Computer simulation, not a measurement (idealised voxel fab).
Process module in this document: voxel lift off
285 nm wide, 5 nm square cells: that's cross-section cut.
The cross-sections in this document take the form of a grid made of square cells. They are written out as bands, in order from top to bottom. Each band consists of one or more rows of cells. For a band, the entry starts with two heights in nm, that of the top and then that of the bottom, and carries on with the band's materials in order from left to right, each alongside its width in nm; the word "full width" beside a single material means it fills the band edge to edge, and "blank" means empty space. Note: height 0 marks the level under which the wafer is uniformly one material as received. Lowest band unbounded below, written "0 and below". Width "30 to 40": first value at the band's top row of cells, second value at its bottom row, equal change from row to row. Basically "no change occurred" means that step didn't change any cell in the cross-section. "Entrapped void list": sealed empty spaces, 8 cells or more, no open way to top, listed width x height at distance, with distance from the left edge and width, height and distance in nm. What comes after the settings on a step's line is commentary from the simulator itself on that step. "overlay nm" on a masked step: distance the mask lay right of its planned place, negative for left.

[Process steps (planned)]
1: RECEIVE, material Si
2: CONFORMAL_DEP, material SiO2, thk nm 15
3: PATTERN, tone open, mask id LINES, material resist, width nm 15, pitch nm 40, thk nm 15, overlay nm 0
4: DIRECTIONAL_DEP, material Ru, thk nm 5
5: STRIP, etch materials resist
6: CONFORMAL_DEP, material SiCN, thk nm 10

[The cross-section here shows the wafer as received, i.e. in its state after step 1]
    0 and below | Si full width
    Entrapped void list: none

[Wafer cross-section at end of module: start and plan as shown above, one execution error]
    30 down to 20 | SiCN full width
    20 down to 15 | 75 of Ru / 15 of SiCN / 25 of Ru / 15 of SiCN / 25 of Ru / 15 of SiCN / 25 of Ru / 15 of SiCN / 75 of Ru
    15 down to 0 | SiO2 full width
    0 and below | Si full width
    Entrapped void list: none
Nonconformance to the process plan: off-plan run, step 3, actual operation and settings PATTERN, tone cover, mask id LINES, material resist, width nm 15, pitch nm 40, thk nm 15, overlay nm 0
